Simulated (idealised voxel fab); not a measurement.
process module | voxel capacitor over wiring
cross-section cut | 200 nm wide | cells 5 nm
A cross-section is a grid of square cells, given in bands from the top down. A band is one or more rows of cells.
Each band's line starts with the height of the band's top and of its bottom, in nm. Then come its materials from left to right, each with its width in nm. One material with "throughout" fills the band from edge to edge. "air" is empty space.
Height 0 is the level under which the wafer as received is all one material. The lowest band goes on downwards, as in "0 down".
A width such as "30 to 40" changes by the same amount from each row of cells to the next, from the band's top row to its bottom row.
"no change" after a step means that no cell of the cross-section changed.
closed voids: empty space of 8 cells or more with no open way to the top, each as width x height at its distance from the left edge, in nm
after a step's settings: what the simulator itself notes on the step
overlay nm, on a step with a mask: how far to the right of its planned place the mask lay; to the left if negative
plan
1 op RECEIVE | material Si
2 op CONFORMAL_DEP | material SiO2 | thk nm 15
3 op DIRECTIONAL_DEP | material TiN | thk nm 5
4 op DIRECTIONAL_DEP | material Ru | thk nm 15
5 op PATTERN | tone cover | mask id METAL_1 | material resist | width nm 25 | pitch nm 85 | thk nm 15 | overlay nm 0
6 op DIRECTIONAL_ETCH | etch materials Ru | depth nm 15
7 op DIRECTIONAL_ETCH | etch materials TiN | depth nm 5
8 op STRIP | etch materials resist
9 op FILL_DEP | material lowk | thk nm 5
10 op CMP | height nm 35
11 op CONFORMAL_DEP | material SiCN | thk nm 5
12 op DIRECTIONAL_DEP | material SiO2 | thk nm 10
13 op MASKED_ETCH | tone open | mask id PLUG_1 | width nm 15 | etch materials SiO2 | depth nm 10 | overlay nm 0
14 op MASKED_ETCH | tone open | mask id PLUG_1 | width nm 15 | etch materials SiCN | depth nm 5 | overlay nm 0
15 op CONFORMAL_DEP | material TiN | thk nm 5
16 op FILL_DEP | material W | thk nm 5
17 op CMP | height nm 50
18 op DIRECTIONAL_DEP | material TiN | thk nm 10
19 op DIRECTIONAL_DEP | material HfO2 | thk nm 5
20 op DIRECTIONAL_DEP | material TiN | thk nm 5
21 op DIRECTIONAL_DEP | material aC | thk nm 10
22 op PATTERN | tone cover | mask id UPPER_PLATE | material resist | width nm 65 | thk nm 30 | overlay nm 0
23 op DIRECTIONAL_ETCH | etch materials aC | depth nm 10
24 op STRIP | etch materials resist
25 op DIRECTIONAL_ETCH | etch materials TiN | depth nm 5
26 op DIRECTIONAL_ETCH | etch materials HfO2 | depth nm 5
27 op STRIP | etch materials aC
28 op MASKED_ETCH | tone cover | mask id LOWER_PLATE | width nm 75 | etch materials TiN | depth nm 10 | overlay nm 0
29 op FILL_DEP | material SiO2 | thk nm 20
30 op CMP | height nm 85
31 op MASKED_ETCH | tone open | mask id PLUG_2 | width nm 15 | etch materials SiO2 | depth nm 15 | overlay nm 0
32 op CONFORMAL_DEP | material TiN | thk nm 5
33 op FILL_DEP | material Cu | thk nm 5
34 op CMP | height nm 85
35 op CONFORMAL_DEP | material SiN | thk nm 5
as received, after step 1
  0 down: Si throughout
  closed voids: none
a wafer at the end: this start, this plan, one mistake
  90 to 85: SiN throughout
  85 to 75: SiO2 65 | TiN 5 | Cu 5 | TiN 5 | SiO2 120
  75 to 70: SiO2 65 | TiN 15 | SiO2 120
  70 to 65: SiO2 throughout
  65 to 60: SiO2 55 | HfO2 65 | SiO2 80
  60 to 50: SiO2 50 | TiN 75 | SiO2 75
  50 to 40: SiO2 55 | TiN 5 | W 5 | TiN 5 | SiO2 130
  40 to 35: SiCN 55 | TiN 15 | SiCN 130
  35 to 20: lowk 45 | Ru 25 | lowk 60 | Ru 25 | lowk 45
  20 to 15: lowk 45 | TiN 25 | lowk 60 | TiN 25 | lowk 45
  15 to 0: SiO2 throughout
  0 down: Si throughout
  closed voids: none
what went wrong: step 20 was left out
